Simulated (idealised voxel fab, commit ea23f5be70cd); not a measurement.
Documented hereafter: the process module known as voxel trench capacitor.
It is cross-section cut that appears here, measuring 270 nm in width, its square cells being 5 nm in size.
How to read a cross-section here: the picture is a grid of square cells, written as bands going from the top down, and any band can span one or more rows of cells.
Within each band entry, the heights of the top and of the bottom of the band appear first, in that order and in nm; the materials of the band then follow from left to right, each with its corresponding width in nm. The designation "full width" on a single material indicates that it fills the band from edge to edge; the designation "air" indicates empty space.
Measure heights from 0. That's the level where, below it, the as-received wafer is all one material. The lowest band is bottomless and extends downward; write it as in "0 -> down".
So if you see something like "30 to 40" for the width, read it as the top row of the band sitting at the first number and the bottom row at the second, with every row in between moving by the same amount as the last.
Step note "nothing different" = no cross-section cell changed.
Closed-off voids of 8+ cells (no open route to the top) go in "Trapped voids", written width x height at distance from the left edge, in nm.
What comes after the settings on a step's line is commentary from the simulator itself on that step.
overlay nm: step with mask; distance mask lay right of planned place; negative value = left of planned place.
-- This section lists the process steps that were planned
1,RECEIVE: material Si
2,CONFORMAL_DEP: material SiN, thk nm 5
3,PATTERN: tone open, mask id TRENCH, material resist, width nm 25, pitch nm 50, thk nm 20, overlay nm 0
4,DIRECTIONAL_ETCH: etch materials SiN, depth nm 5
5,DIRECTIONAL_ETCH: etch materials Si, depth nm 40
6,STRIP: etch materials resist
7,CONFORMAL_DEP: material SiO2, thk nm 5
8,FILL_DEP: material polySi, thk nm 5
9,CMP: height nm 5
-- The first of a set of two wafers, run to plan
-- Incoming wafer in cross-section (state: after step 1)
0 -> down: Si full width
Trapped voids: none
-- Cross-section: wafer state after step 2
5 -> 0: SiN full width
below 0: unchanged
-- Cross-section: wafer state after step 3
25 -> 5: resist (70)  air (25)  resist (25)  air (25)  resist (25)  air (25)  resist (75)
below 5: unchanged
-- Cross-section: wafer state after step 4
25 -> 5: resist (70)  air (25)  resist (25)  air (25)  resist (25)  air (25)  resist (75)
5 -> 0: SiN (70)  air (25)  SiN (25)  air (25)  SiN (25)  air (25)  SiN (75)
below 0: unchanged
-- Cross-section: wafer state after step 5
25 -> 5: resist (70)  air (25)  resist (25)  air (25)  resist (25)  air (25)  resist (75)
5 -> 0: SiN (70)  air (25)  SiN (25)  air (25)  SiN (25)  air (25)  SiN (75)
0 -> -40: Si (70)  air (25)  Si (25)  air (25)  Si (25)  air (25)  Si (75)
below -40: unchanged
-- Cross-section: wafer state after step 6
5 -> 0: SiN (70)  air (25)  SiN (25)  air (25)  SiN (25)  air (25)  SiN (75)
below 0: unchanged
-- Cross-section: wafer state after step 7
10 -> 5: SiO2 (75)  air (15)  SiO2 (35)  air (15)  SiO2 (35)  air (15)  SiO2 (80)
5 -> 0: SiN (70)  SiO2 (5)  air (15)  SiO2 (5)  SiN (25)  SiO2 (5)  air (15)  SiO2 (5)  SiN (25)  SiO2 (5)  air (15)  SiO2 (5)  SiN (75)
0 -> -35: Si (70)  SiO2 (5)  air (15)  SiO2 (5)  Si (25)  SiO2 (5)  air (15)  SiO2 (5)  Si (25)  SiO2 (5)  air (15)  SiO2 (5)  Si (75)
-35 -> -40: Si (70)  SiO2 (25)  Si (25)  SiO2 (25)  Si (25)  SiO2 (25)  Si (75)
below -40: unchanged
-- Cross-section: wafer state after step 8
15 -> 10: polySi full width
10 -> 5: SiO2 (75)  polySi (15)  SiO2 (35)  polySi (15)  SiO2 (35)  polySi (15)  SiO2 (80)
5 -> 0: SiN (70)  SiO2 (5)  polySi (15)  SiO2 (5)  SiN (25)  SiO2 (5)  polySi (15)  SiO2 (5)  SiN (25)  SiO2 (5)  polySi (15)  SiO2 (5)  SiN (75)
0 -> -35: Si (70)  SiO2 (5)  polySi (15)  SiO2 (5)  Si (25)  SiO2 (5)  polySi (15)  SiO2 (5)  Si (25)  SiO2 (5)  polySi (15)  SiO2 (5)  Si (75)
below -35: unchanged
-- Cross-section: wafer state after step 9
5 -> 0: SiN (70)  SiO2 (5)  polySi (15)  SiO2 (5)  SiN (25)  SiO2 (5)  polySi (15)  SiO2 (5)  SiN (25)  SiO2 (5)  polySi (15)  SiO2 (5)  SiN (75)
below 0: unchanged
-- What follows concerns the second wafer, which started out like the first and was meant to follow the very same plan; one mistake crept in when it was run, but everything up to and including step 2 is the same as for the first wafer
-- Cross-sectional view of the second wafer at the intended end time of process step 3
25 -> 5: air (70)  resist (25)  air (25)  resist (25)  air (25)  resist (25)  air (75)
below 5: unchanged
-- Cross-sectional view of the second wafer at the intended end time of process step 4
25 -> 5: air (70)  resist (25)  air (25)  resist (25)  air (25)  resist (25)  air (75)
5 -> 0: air (70)  SiN (25)  air (25)  SiN (25)  air (25)  SiN (25)  air (75)
below 0: unchanged
-- Cross-sectional view of the second wafer at the intended end time of process step 5
25 -> 5: air (70)  resist (25)  air (25)  resist (25)  air (25)  resist (25)  air (75)
5 -> 0: air (70)  SiN (25)  air (25)  SiN (25)  air (25)  SiN (25)  air (75)
0 -> -40: air (70)  Si (25)  air (25)  Si (25)  air (25)  Si (25)  air (75)
below -40: unchanged
-- Cross-sectional view of the second wafer at the intended end time of process step 6
5 -> 0: air (70)  SiN (25)  air (25)  SiN (25)  air (25)  SiN (25)  air (75)
below 0: unchanged
-- Cross-sectional view of the second wafer at the intended end time of process step 7
10 -> 5: air (65)  SiO2 (35)  air (15)  SiO2 (35)  air (15)  SiO2 (35)  air (70)
5 -> 0: air (65)  SiO2 (5)  SiN (25)  SiO2 (5)  air (15)  SiO2 (5)  SiN (25)  SiO2 (5)  air (15)  SiO2 (5)  SiN (25)  SiO2 (5)  air (70)
0 -> -35: air (65)  SiO2 (5)  Si (25)  SiO2 (5)  air (15)  SiO2 (5)  Si (25)  SiO2 (5)  air (15)  SiO2 (5)  Si (25)  SiO2 (5)  air (70)
-35 -> -40: SiO2 (70)  Si (25)  SiO2 (25)  Si (25)  SiO2 (25)  Si (25)  SiO2 (75)
below -40: unchanged
-- Cross-sectional view of the second wafer at the intended end time of process step 8
15 -> 10: polySi full width
10 -> 5: polySi (65)  SiO2 (35)  polySi (15)  SiO2 (35)  polySi (15)  SiO2 (35)  polySi (70)
5 -> 0: polySi (65)  SiO2 (5)  SiN (25)  SiO2 (5)  polySi (15)  SiO2 (5)  SiN (25)  SiO2 (5)  polySi (15)  SiO2 (5)  SiN (25)  SiO2 (5)  polySi (70)
0 -> -35: polySi (65)  SiO2 (5)  Si (25)  SiO2 (5)  polySi (15)  SiO2 (5)  Si (25)  SiO2 (5)  polySi (15)  SiO2 (5)  Si (25)  SiO2 (5)  polySi (70)
below -35: unchanged
-- Cross-sectional view of the second wafer at the intended end time of process step 9
5 -> 0: polySi (65)  SiO2 (5)  SiN (25)  SiO2 (5)  polySi (15)  SiO2 (5)  SiN (25)  SiO2 (5)  polySi (15)  SiO2 (5)  SiN (25)  SiO2 (5)  polySi (70)
below 0: unchanged
Where did the run depart from the plan? not per plan at step 3, really ran PATTERN: tone cover, mask id TRENCH, material resist, width nm 25, pitch nm 50, thk nm 20, overlay nm 0
at the end the second wafer has, in cells: Si -192; SiN -24; SiO2 +24; polySi +192
